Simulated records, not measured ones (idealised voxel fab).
Proc. module: voxel plated lines
Cross-sectional view cut (width: 245 nm; square cell size: 5 nm).
This document writes a cross-section as a grid whose cells are square, and gives it as bands, listed from the top down; one or more rows of cells form a band.
For a band, the entry starts with two heights in nm, that of the top and then that of the bottom, and carries on with the band's materials in order from left to right, each alongside its width in nm; the word "all across" beside a single material means it fills the band edge to edge, and "air" means empty space.
Height 0 is the level under which the wafer as received is all one material. The lowest band goes on downwards, as in "z 0 and below".
Read "30->40" as a graded width: first number on top, second number at the bottom, same change between each pair of neighbouring rows.
You'll sometimes find "all unchanged" written for a step, and that's the way of saying that nowhere in the cross-section did a cell change during that step.
Listed in "Voids, fully enclosed": every empty space of 8 or more cells without an open way to the top. Form: width x height at distance, the distance being from the left edge, all in nm.
On each step's line, the part that comes after the settings is the simulator's own comment on the step.
You can add "overlay nm" to a step's line. For a step with a mask, it describes how far the mask lay to the right of its planned position, and a negative number describes a lay to the left.
Process steps foreseen in the plan
- 1: RECEIVE | material Si
- 2: CONFORMAL_DEP | material SiO2 | thk nm 5
- 3: DIRECTIONAL_DEP | material TiN | thk nm 5
- 4: PATTERN | tone open | mask id LINES | material resist | width nm 20 | pitch nm 35 | thk nm 40 | overlay nm 0
- 5: EPI | material Ru | thk nm 5
- 6: EPI | material Ru | thk nm 5
- 7: EPI | material Ru | thk nm 5
- 8: STRIP | etch materials resist
- 9: DIRECTIONAL_ETCH | etch materials TiN | depth nm 5
- 10: CONFORMAL_DEP | material SiCN | thk nm 10
Cross-section of the incoming wafer, state after step 1
> z 0 and below = Si all across
> Voids, fully enclosed: none
Here's the cross-section of the first of our two wafers at the end of the module - it ran as planned
> z 35 to 25 = air: 65 / SiCN: 110 / air: 70
> z 25 to 15 = air: 65 / SiCN: 10 / Ru: 20 / SiCN: 15 / Ru: 20 / SiCN: 15 / Ru: 20 / SiCN: 10 / air: 70
> z 15 to 10 = SiCN: 75 / Ru: 20 / SiCN: 15 / Ru: 20 / SiCN: 15 / Ru: 20 / SiCN: 80
> z 10 to 5 = SiCN: 75 / TiN: 20 / SiCN: 15 / TiN: 20 / SiCN: 15 / TiN: 20 / SiCN: 80
> z 5 to 0 = SiO2 all across
> z 0 and below = Si all across
> Voids, fully enclosed: none
End of module, second wafer, cross-section. Started like the first, planned like the first, run with one mistake
> z 35 to 25 = air: 60 / SiCN: 120 / air: 65
> z 25 to 15 = SiCN: 70 / Ru: 30 / SiCN: 5 / Ru: 30 / SiCN: 5 / Ru: 30 / SiCN: 75
> z 15 to 10 = Ru all across
> z 10 to 5 = TiN all across
> z 5 to 0 = SiO2 all across
> z 0 and below = Si all across
> Voids, fully enclosed: none
Run error: steps 7 and 8: order swapped relative to plan
Heads up, by the end the second wafer has more or fewer cells of some materials compared to the first: Ru +49 | SiCN -28 | TiN +37
